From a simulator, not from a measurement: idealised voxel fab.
Documented hereafter: the process module known as voxel self aligned vias.
This is section cut - it's 200 nm across, gridded in 5 nm square cells.
In this document a cross-section is written as a grid of square cells. It is given as a series of bands, listed from the top down, and a band is one or more rows of cells.
Heads up on the band format: heights come first, top then bottom, in nm. After that it's the materials left to right, each with its width in nm. A single material flagged "throughout" fills the whole band edge to edge, and "empty" means there's empty space there.
Ref level 0: as-received wafer is one material below here. Bottom band extends down with no lower bound ("z 0 and below").
A width such as "30 to 40" changes by the same amount from each row of cells to the next, from the band's top row to its bottom row.
You'll sometimes find "nothing different" written for a step, and that's the way of saying that nowhere in the cross-section did a cell change during that step.
So "Closed voids list" is basically the list of trapped voids: any empty space of 8 cells or more that can't reach the top through an opening. They're written width x height at distance, the distance being from the left edge, and it's all nm.
Read whatever lies past the settings on a step's line as the simulator's own remark about the step.
overlay nm: on a step with a mask, how far right of its planned place the mask lay; negative means left.

**Planned process steps**
- 1: RECEIVE: material Si
- 2: CONFORMAL_DEP: material SiO2, thk nm 15
- 3: CONFORMAL_DEP: material SiCN, thk nm 5
- 4: DIRECTIONAL_DEP: material SiO2, thk nm 20
- 5: DIRECTIONAL_DEP: material aC, thk nm 10
- 6: PATTERN: tone open, mask id LINES, material resist, width nm 20, pitch nm 65, thk nm 25, overlay nm 0
- 7: DIRECTIONAL_ETCH: etch materials aC, depth nm 10
- 8: STRIP: etch materials resist
- 9: DIRECTIONAL_ETCH: etch materials SiO2, depth nm 20
- 10: STRIP: etch materials aC
- 11: CONFORMAL_DEP: material TiN, thk nm 5
- 12: FILL_DEP: material Ru, thk nm 5
- 13: CMP: height nm 40
- 14: SELECTIVE_ETCH: etch materials W Ru TiN, depth nm 10
- 15: FILL_DEP: material SiN, thk nm 5
- 16: CMP: height nm 40
- 17: DIRECTIONAL_DEP: material SiO2, thk nm 20
- 18: PATTERN: tone open, mask id VIAS, material resist, width nm 40, pitch nm 65, thk nm 20, overlay nm 0
- 19: DIRECTIONAL_ETCH: etch materials SiO2, depth nm 20
- 20: DIRECTIONAL_ETCH: etch materials SiN, depth nm 10
- 21: STRIP: etch materials resist
- 22: CONFORMAL_DEP: material TiN, thk nm 5
- 23: FILL_DEP: material W, thk nm 10
- 24: CMP: height nm 60
- 25: CONFORMAL_DEP: material SiN, thk nm 5

**Cross-section of the incoming wafer, state after step 1**
* z 0 and below | Si throughout
* Closed voids list: none

**End-of-module cross-section. Starting structure and process plan as above; one mistake made in running it**
* z 65 to 60 | SiN throughout
* z 60 to 45 | SiO2 50  TiN 5  W 25  TiN 5  SiO2 30  TiN 5  W 25  TiN 5  SiO2 50
* z 45 to 35 | SiO2 50 to 55  TiN 10 to 5  W 10  TiN 15 to 5  SiO2 30 to 45  TiN 10 to 5  W 10  TiN 15 to 5  SiO2 50 to 60
* z 35 to 30 | SiO2 55  TiN 20  SiO2 45  TiN 20  SiO2 60
* z 30 to 25 | SiO2 55  TiN 5  Ru 10  TiN 5  SiO2 45  TiN 5  Ru 10  TiN 5  SiO2 60
* z 25 to 20 | SiO2 55  TiN 20  SiO2 45  TiN 20  SiO2 60
* z 20 to 15 | SiCN throughout
* z 15 to 0 | SiO2 throughout
* z 0 and below | Si throughout
* Closed voids list: none
Misprocessing identified: not per plan at step 18, really ran PATTERN: tone open, mask id VIAS, material resist, width nm 35, pitch nm 65, thk nm 20, overlay nm 0
